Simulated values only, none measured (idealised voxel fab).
process module | voxel self aligned vias
cross-section cut | 165 nm wide | cells 5 nm
A cross-section is a grid of square cells, given in bands from the top down. A band is one or more rows of cells.
Each band's line starts with the height of the band's top and of its bottom, in nm. Then come its materials from left to right, each with its width in nm. One material with "throughout" fills the band from edge to edge. "air" is empty space.
Height 0 is the level under which the wafer as received is all one material. The lowest band goes on downwards, as in "0 down".
A width such as "30 to 40" changes by the same amount from each row of cells to the next, from the band's top row to its bottom row.
"no change" after a step means that no cell of the cross-section changed.
closed voids: empty space of 8 cells or more with no open way to the top, each as width x height at its distance from the left edge, in nm
after a step's settings: what the simulator itself notes on the step
overlay nm, on a step with a mask: how far to the right of its planned place the mask lay; to the left if negative
plan
1 op RECEIVE | material Si
2 op CONFORMAL_DEP | material SiO2 | thk nm 15
3 op CONFORMAL_DEP | material SiCN | thk nm 5
4 op DIRECTIONAL_DEP | material SiO2 | thk nm 20
5 op MASKED_ETCH | tone open | mask id LINES | width nm 20 | pitch nm 55 | etch materials SiO2 | depth nm 20 | overlay nm 0
6 op CONFORMAL_DEP | material TiN | thk nm 5
7 op FILL_DEP | material Ru | thk nm 5
8 op CMP | height nm 40
9 op SELECTIVE_ETCH | etch materials W Ru TiN | depth nm 5
10 op FILL_DEP | material SiN | thk nm 10
11 op CMP | height nm 40
12 op DIRECTIONAL_DEP | material SiO2 | thk nm 20
13 op DIRECTIONAL_DEP | material aC | thk nm 10
14 op PATTERN | tone open | mask id VIAS | material resist | width nm 30 | thk nm 30 | overlay nm 0
15 op DIRECTIONAL_ETCH | etch materials aC | depth nm 10
16 op STRIP | etch materials resist
17 op DIRECTIONAL_ETCH | etch materials SiO2 | depth nm 20
18 op DIRECTIONAL_ETCH | etch materials SiN | depth nm 5
19 op STRIP | etch materials aC
20 op CONFORMAL_DEP | material TiN | thk nm 5
21 op FILL_DEP | material Cu | thk nm 5
22 op CMP | height nm 60
23 op CONFORMAL_DEP | material SiCN | thk nm 5
as received, after step 1
  0 down: Si throughout
  closed voids: none
a wafer at the end: this start, this plan, one mistake
  65 to 60: SiCN throughout
  60 to 40: SiO2 40 | TiN 5 | Cu 20 | TiN 5 | SiO2 95
  40 to 35: SiN 40 | TiN 30 | SiN 95
  35 to 20: SiO2 45 | TiN 5 | Ru 10 | TiN 5 | SiO2 35 | TiN 5 | Ru 10 | TiN 5 | SiO2 45
  20 to 15: SiO2 45 | TiN 20 | SiO2 35 | TiN 20 | SiO2 45
  15 to 0: SiO2 throughout
  0 down: Si throughout
  closed voids: none
what went wrong: step 3 was left out
